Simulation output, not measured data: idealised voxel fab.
process module | voxel wiring stack
cross-section cut | 235 nm wide | cells 5 nm
A cross-section is a grid of square cells, given in bands from the top down. A band is one or more rows of cells.
Each band's line starts with the height of the band's top and of its bottom, in nm. Then come its materials from left to right, each with its width in nm. One material with "throughout" fills the band from edge to edge. "air" is empty space.
Height 0 is the level under which the wafer as received is all one material. The lowest band goes on downwards, as in "0 down".
A width such as "30 to 40" changes by the same amount from each row of cells to the next, from the band's top row to its bottom row.
"no change" after a step means that no cell of the cross-section changed.
closed voids: empty space of 8 cells or more with no open way to the top, each as width x height at its distance from the left edge, in nm
after a step's settings: what the simulator itself notes on the step
overlay nm, on a step with a mask: how far to the right of its planned place the mask lay; to the left if negative
Each pair below shows a cross-section before one step and the cross-section after it, down to the lowest band that changed. The line under each pair gives the step between them, with its settings. The pairs can come from different runs of this module on the same starting wafer, so a pair continues from the pair above only where its "before" says so.
before
  125 to 110: resist 60 | air 25 | resist 20 | air 25 | resist 20 | air 25 | resist 60
  110 to 85: SiO2 throughout
  85 to 80: SiCN throughout
  80 to 70: SiO2 60 | TiN 5 | Cu 15 | TiN 5 | SiO2 20 | TiN 5 | Cu 15 | TiN 5 | SiO2 20 | TiN 5 | Cu 15 | TiN 5 | SiO2 60
  70 to 65: SiO2 60 | TiN 5 | Cu 5 | TiN 15 | SiO2 20 | TiN 5 | Cu 5 | TiN 15 | SiO2 20 | TiN 5 | Cu 5 | TiN 15 | SiO2 60
  65 to 50: SiO2 60 | TiN 5 | Cu 5 | TiN 5 | SiO2 30 | TiN 5 | Cu 5 | TiN 5 | SiO2 30 | TiN 5 | Cu 5 | TiN 5 | SiO2 70
  50 to 45: SiCN 60 | TiN 15 | SiCN 30 | TiN 15 | SiCN 30 | TiN 15 | SiCN 70
  45 to 20: lowk 60 | SiCN 5 | W 25 | SiCN 5 | lowk 10 | SiCN 5 | W 25 | SiCN 5 | lowk 10 | SiCN 5 | W 25 | SiCN 5 | lowk 50
  20 to 15: SiCN 65 | TiN 25 | SiCN 20 | TiN 25 | SiCN 20 | TiN 25 | SiCN 55
  15 to 0: SiO2 throughout
  0 down: Si throughout
  closed voids: none
after
  125 to 110: resist 60 | air 25 | resist 20 | air 25 | resist 20 | air 25 | resist 60
  110 to 95: SiO2 60 | air 25 | SiO2 20 | air 25 | SiO2 20 | air 25 | SiO2 60
  below 95: unchanged
  closed voids: none
the step between: op DIRECTIONAL_ETCH | etch materials SiO2 | depth nm 15
before: the cross-section after the pair above
after
  110 to 95: SiO2 60 | air 25 | SiO2 20 | air 25 | SiO2 20 | air 25 | SiO2 60
  below 95: unchanged
  closed voids: none
the step between: op STRIP | etch materials resist
before: the cross-section after the pair above
after
  110 to 95: SiO2 60 | air 25 | SiO2 20 | air 25 | SiO2 20 | air 25 | SiO2 60
  95 to 85: SiO2 60 | air 15 | SiO2 75 | air 15 | SiO2 70
  below 85: unchanged
  closed voids: none
the step between: op MASKED_ETCH | tone open | mask id METAL_3_HOLES | width nm 15 | pitch nm 90 | etch materials SiO2 | depth nm 10 | overlay nm 0
before: the cross-section after the pair above
after
  110 to 95: SiO2 60 | air 25 | SiO2 20 | air 25 | SiO2 20 | air 25 | SiO2 60
  95 to 85: SiO2 60 | air 15 | SiO2 75 | air 15 | SiO2 70
  85 to 80: SiCN 60 | air 15 | SiCN 75 | air 15 | SiCN 70
  below 80: unchanged
  closed voids: none
the step between: op MASKED_ETCH | tone open | mask id METAL_3_HOLES | width nm 15 | pitch nm 90 | etch materials SiCN | depth nm 5 | overlay nm 0
before: the cross-section after the pair above
after
  115 to 110: TiN 65 | air 15 | TiN 30 | air 15 | TiN 30 | air 15 | TiN 65
  110 to 100: SiO2 60 | TiN 5 | air 15 | TiN 5 | SiO2 20 | TiN 5 | air 15 | TiN 5 | SiO2 20 | TiN 5 | air 15 | TiN 5 | SiO2 60
  100 to 95: SiO2 60 | TiN 5 | air 5 | TiN 15 | SiO2 20 | TiN 25 | SiO2 20 | TiN 5 | air 5 | TiN 15 | SiO2 60
  95 to 85: SiO2 60 | TiN 5 | air 5 | TiN 5 | SiO2 75 | TiN 5 | air 5 | TiN 5 | SiO2 70
  85 to 80: SiCN 60 | TiN 15 | SiCN 75 | TiN 15 | SiCN 70
  below 80: unchanged
  closed voids: none
the step between: op CONFORMAL_DEP | material TiN | thk nm 5
before: the cross-section after the pair above
after
  125 to 115: Cu throughout
  115 to 110: TiN 65 | Cu 15 | TiN 30 | Cu 15 | TiN 30 | Cu 15 | TiN 65
  110 to 100: SiO2 60 | TiN 5 | Cu 15 | TiN 5 | SiO2 20 | TiN 5 | Cu 15 | TiN 5 | SiO2 20 | TiN 5 | Cu 15 | TiN 5 | SiO2 60
  100 to 95: SiO2 60 | TiN 5 | Cu 5 | TiN 15 | SiO2 20 | TiN 25 | SiO2 20 | TiN 5 | Cu 5 | TiN 15 | SiO2 60
  95 to 85: SiO2 60 | TiN 5 | Cu 5 | TiN 5 | SiO2 75 | TiN 5 | Cu 5 | TiN 5 | SiO2 70
  below 85: unchanged
  closed voids: none
the step between: op FILL_DEP | material Cu | thk nm 10
before: the cross-section after the pair above
after
  110 to 100: SiO2 60 | TiN 5 | Cu 15 | TiN 5 | SiO2 20 | TiN 5 | Cu 15 | TiN 5 | SiO2 20 | TiN 5 | Cu 15 | TiN 5 | SiO2 60
  below 100: unchanged
  closed voids: none
the step between: op CMP | height nm 110
before: the cross-section after the pair above
after
  115 to 110: SiCN throughout
  below 110: unchanged
  closed voids: none
the step between: op CONFORMAL_DEP | material SiCN | thk nm 5
before
  80 to 70: SiO2 60 | TiN 5 | Cu 15 | TiN 5 | SiO2 20 | TiN 5 | Cu 15 | TiN 5 | SiO2 20 | TiN 5 | Cu 15 | TiN 5 | SiO2 60
  70 to 65: SiO2 60 | TiN 5 | Cu 5 | TiN 15 | SiO2 20 | TiN 5 | Cu 5 | TiN 15 | SiO2 20 | TiN 5 | Cu 5 | TiN 15 | SiO2 60
  65 to 50: SiO2 60 | TiN 5 | Cu 5 | TiN 5 | SiO2 30 | TiN 5 | Cu 5 | TiN 5 | SiO2 30 | TiN 5 | Cu 5 | TiN 5 | SiO2 70
  50 to 45: SiCN 60 | TiN 15 | SiCN 30 | TiN 15 | SiCN 30 | TiN 15 | SiCN 70
  45 to 20: lowk 55 | SiCN 5 | W 25 | SiCN 5 | lowk 10 | SiCN 5 | W 25 | SiCN 5 | lowk 10 | SiCN 5 | W 25 | SiCN 5 | lowk 55
  20 to 15: SiCN 60 | TiN 25 | SiCN 20 | TiN 25 | SiCN 20 | TiN 25 | SiCN 60
  15 to 0: SiO2 throughout
  0 down: Si throughout
  closed voids: none
after
  85 to 80: TiN throughout
  below 80: unchanged
  closed voids: none
the step between: op CONFORMAL_DEP | material TiN | thk nm 5
before: the cross-section after the pair above
after
  110 to 85: SiO2 throughout
  below 85: unchanged
  closed voids: none
the step between: op DIRECTIONAL_DEP | material SiO2 | thk nm 25
before: the cross-section after the pair above
after
  125 to 110: resist 60 | air 25 | resist 20 | air 25 | resist 20 | air 25 | resist 60
  below 110: unchanged
  closed voids: none
the step between: op PATTERN | tone open | mask id METAL_3 | material resist | width nm 25 | pitch nm 45 | thk nm 15 | overlay nm 0
before: the cross-section after the pair above
after
  125 to 110: resist 60 | air 25 | resist 20 | air 25 | resist 20 | air 25 | resist 60
  110 to 95: SiO2 60 | air 25 | SiO2 20 | air 25 | SiO2 20 | air 25 | SiO2 60
  below 95: unchanged
  closed voids: none
the step between: op DIRECTIONAL_ETCH | etch materials SiO2 | depth nm 15
before: the cross-section after the pair above
after
  110 to 95: SiO2 60 | air 25 | SiO2 20 | air 25 | SiO2 20 | air 25 | SiO2 60
  below 95: unchanged
  closed voids: none
the step between: op STRIP | etch materials resist
before: the cross-section after the pair above
after
  110 to 95: SiO2 60 | air 25 | SiO2 20 | air 25 | SiO2 20 | air 25 | SiO2 60
  95 to 85: SiO2 60 | air 15 | SiO2 75 | air 15 | SiO2 70
  below 85: unchanged
  closed voids: none
the step between: op MASKED_ETCH | tone open | mask id METAL_3_HOLES | width nm 15 | pitch nm 90 | etch materials SiO2 | depth nm 10 | overlay nm 0
before: the cross-section after the pair above
after
  115 to 110: TiN 65 | air 15 | TiN 30 | air 15 | TiN 30 | air 15 | TiN 65
  110 to 100: SiO2 60 | TiN 5 | air 15 | TiN 5 | SiO2 20 | TiN 5 | air 15 | TiN 5 | SiO2 20 | TiN 5 | air 15 | TiN 5 | SiO2 60
  100 to 95: SiO2 60 | TiN 5 | air 5 | TiN 15 | SiO2 20 | TiN 25 | SiO2 20 | TiN 5 | air 5 | TiN 15 | SiO2 60
  95 to 90: SiO2 60 | TiN 5 | air 5 | TiN 5 | SiO2 75 | TiN 5 | air 5 | TiN 5 | SiO2 70
  90 to 85: SiO2 60 | TiN 15 | SiO2 75 | TiN 15 | SiO2 70
  below 85: unchanged
  closed voids: none
the step between: op CONFORMAL_DEP | material TiN | thk nm 5
before: the cross-section after the pair above
after
  125 to 115: Cu throughout
  115 to 110: TiN 65 | Cu 15 | TiN 30 | Cu 15 | TiN 30 | Cu 15 | TiN 65
  110 to 100: SiO2 60 | TiN 5 | Cu 15 | TiN 5 | SiO2 20 | TiN 5 | Cu 15 | TiN 5 | SiO2 20 | TiN 5 | Cu 15 | TiN 5 | SiO2 60
  100 to 95: SiO2 60 | TiN 5 | Cu 5 | TiN 15 | SiO2 20 | TiN 25 | SiO2 20 | TiN 5 | Cu 5 | TiN 15 | SiO2 60
  95 to 90: SiO2 60 | TiN 5 | Cu 5 | TiN 5 | SiO2 75 | TiN 5 | Cu 5 | TiN 5 | SiO2 70
  below 90: unchanged
  closed voids: none
the step between: op FILL_DEP | material Cu | thk nm 10
before: the cross-section after the pair above
after
  110 to 100: SiO2 60 | TiN 5 | Cu 15 | TiN 5 | SiO2 20 | TiN 5 | Cu 15 | TiN 5 | SiO2 20 | TiN 5 | Cu 15 | TiN 5 | SiO2 60
  below 100: unchanged
  closed voids: none
the step between: op CMP | height nm 110
before: the cross-section after the pair above
after
  115 to 110: SiCN throughout
  below 110: unchanged
  closed voids: none
the step between: op CONFORMAL_DEP | material SiCN | thk nm 5
before
  110 to 85: SiO2 throughout
  85 to 80: SiCN throughout
  80 to 70: SiO2 60 | TiN 5 | Cu 15 | TiN 5 | SiO2 20 | TiN 5 | Cu 15 | TiN 5 | SiO2 20 | TiN 5 | Cu 15 | TiN 5 | SiO2 60
  70 to 65: SiO2 60 | TiN 5 | Cu 5 | TiN 15 | SiO2 20 | TiN 5 | Cu 5 | TiN 15 | SiO2 20 | TiN 5 | Cu 5 | TiN 15 | SiO2 60
  65 to 50: SiO2 60 | TiN 5 | Cu 5 | TiN 5 | SiO2 30 | TiN 5 | Cu 5 | TiN 5 | SiO2 30 | TiN 5 | Cu 5 | TiN 5 | SiO2 70
  50 to 45: SiCN 60 | TiN 15 | SiCN 30 | TiN 15 | SiCN 30 | TiN 15 | SiCN 70
  45 to 20: lowk 55 | SiCN 5 | W 25 | SiCN 5 | lowk 10 | SiCN 5 | W 25 | SiCN 5 | lowk 10 | SiCN 5 | W 25 | SiCN 5 | lowk 55
  20 to 15: SiCN 60 | TiN 25 | SiCN 20 | TiN 25 | SiCN 20 | TiN 25 | SiCN 60
  15 to 0: SiO2 throughout
  0 down: Si throughout
  closed voids: none
after
  125 to 110: air 60 | resist 25 | air 20 | resist 25 | air 20 | resist 25 | air 60
  below 110: unchanged
  closed voids: none
the step between: op PATTERN | tone cover | mask id METAL_3 | material resist | width nm 25 | pitch nm 45 | thk nm 15 | overlay nm 0
before: the cross-section after the pair above
after
  125 to 110: air 60 | resist 25 | air 20 | resist 25 | air 20 | resist 25 | air 60
  110 to 95: air 60 | SiO2 25 | air 20 | SiO2 25 | air 20 | SiO2 25 | air 60
  below 95: unchanged
  closed voids: none
the step between: op DIRECTIONAL_ETCH | etch materials SiO2 | depth nm 15
before: the cross-section after the pair above
after
  110 to 95: air 60 | SiO2 25 | air 20 | SiO2 25 | air 20 | SiO2 25 | air 60
  below 95: unchanged
  closed voids: none
the step between: op STRIP | etch materials resist
before: the cross-section after the pair above
after
  110 to 100: air 75 | SiO2 10 | air 20 | SiO2 25 | air 35 | SiO2 10 | air 60
  below 100: unchanged
  closed voids: none
the step between: op MASKED_ETCH | tone open | mask id METAL_3_HOLES | width nm 15 | pitch nm 90 | etch materials SiO2 | depth nm 10 | overlay nm 0
before: the cross-section after the pair above
after
  115 to 110: air 70 | TiN 20 | air 10 | TiN 35 | air 25 | TiN 20 | air 55
  110 to 100: air 70 to 55 | TiN 5 to 20 | SiO2 10 | TiN 5 | air 10 | TiN 5 | SiO2 25 | TiN 5 | air 25 to 10 | TiN 5 to 20 | SiO2 10 | TiN 5 | air 55
  100 to 95: TiN 60 | SiO2 25 | TiN 20 | SiO2 25 | TiN 20 | SiO2 25 | TiN 60
  below 95: unchanged
  closed voids: none
the step between: op CONFORMAL_DEP | material TiN | thk nm 5
before: the cross-section after the pair above
after
  125 to 115: Cu throughout
  115 to 110: Cu 70 | TiN 20 | Cu 10 | TiN 35 | Cu 25 | TiN 20 | Cu 55
  110 to 100: Cu 70 to 55 | TiN 5 to 20 | SiO2 10 | TiN 5 | Cu 10 | TiN 5 | SiO2 25 | TiN 5 | Cu 25 to 10 | TiN 5 to 20 | SiO2 10 | TiN 5 | Cu 55
  below 100: unchanged
  closed voids: none
the step between: op FILL_DEP | material Cu | thk nm 10
before: the cross-section after the pair above
after
  110 to 100: Cu 70 to 55 | TiN 5 to 20 | SiO2 10 | TiN 5 | Cu 10 | TiN 5 | SiO2 25 | TiN 5 | Cu 25 to 10 | TiN 5 to 20 | SiO2 10 | TiN 5 | Cu 55
  below 100: unchanged
  closed voids: none
the step between: op CMP | height nm 110
before: the cross-section after the pair above
after
  115 to 110: SiCN throughout
  below 110: unchanged
  closed voids: none
the step between: op CONFORMAL_DEP | material SiCN | thk nm 5
